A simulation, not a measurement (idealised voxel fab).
process module | voxel released beams
cross-section cut | 270 nm wide | cells 5 nm
A cross-section is a grid of square cells, given in bands from the top down. A band is one or more rows of cells.
Each band's line starts with the height of the band's top and of its bottom, in nm. Then come its materials from left to right, each with its width in nm. One material with "throughout" fills the band from edge to edge. "air" is empty space.
Height 0 is the level under which the wafer as received is all one material. The lowest band goes on downwards, as in "0 down".
A width such as "30 to 40" changes by the same amount from each row of cells to the next, from the band's top row to its bottom row.
"no change" after a step means that no cell of the cross-section changed.
closed voids: empty space of 8 cells or more with no open way to the top, each as width x height at its distance from the left edge, in nm
after a step's settings: what the simulator itself notes on the step
overlay nm, on a step with a mask: how far to the right of its planned place the mask lay; to the left if negative
plan
1 op RECEIVE | material Si
2 op CONFORMAL_DEP | material SiN | thk nm 5
3 op DIRECTIONAL_DEP | material SiO2 | thk nm 20
4 op MASKED_ETCH | tone open | mask id ANCHOR | width nm 30 | etch materials SiO2 | depth nm 20 | overlay nm 0
5 op CONFORMAL_DEP | material polySi | thk nm 10
6 op DIRECTIONAL_DEP | material aC | thk nm 10
7 op PATTERN | tone cover | mask id BEAM | material resist | width nm 90 | thk nm 25 | overlay nm 0
8 op DIRECTIONAL_ETCH | etch materials aC | depth nm 10
9 op STRIP | etch materials resist
10 op DIRECTIONAL_ETCH | etch materials polySi | depth nm 10
11 op STRIP | etch materials aC
12 op STRIP | etch materials SiO2
varied across the wafers: thk nm of step 2. The plan shows the first wafer's value. All wafers start alike
first wafer as received, after step 1
  0 down: Si throughout
  closed voids: none
first wafer at the end, after step 12
  35 to 25: air 85 | polySi 15 | air 10 | polySi 65 | air 95
  25 to 15: air 90 | polySi 10 | air 10 | polySi 10 | air 150
  15 to 5: air 90 | polySi 30 | air 150
  5 to 0: SiN throughout
  0 down: Si throughout
  closed voids: none
last wafer at the end
  55 to 45: air 85 | polySi 15 | air 10 | polySi 65 | air 95
  45 to 35: air 90 | polySi 10 | air 10 | polySi 10 | air 150
  35 to 25: air 90 | polySi 30 | air 150
  25 to 0: SiN throughout
  0 down: Si throughout
  closed voids: none
each wafer at the end: cells of each material gained (+) or lost (-) since it was received, then its closed voids
thk nm 5 | +54 SiN | +52 polySi | closed voids: none
thk nm 10 | +108 SiN | +52 polySi | closed voids: none
thk nm 15 | +162 SiN | +52 polySi | closed voids: none
thk nm 20 | +216 SiN | +52 polySi | closed voids: none
thk nm 25 | +270 SiN | +52 polySi | closed voids: none
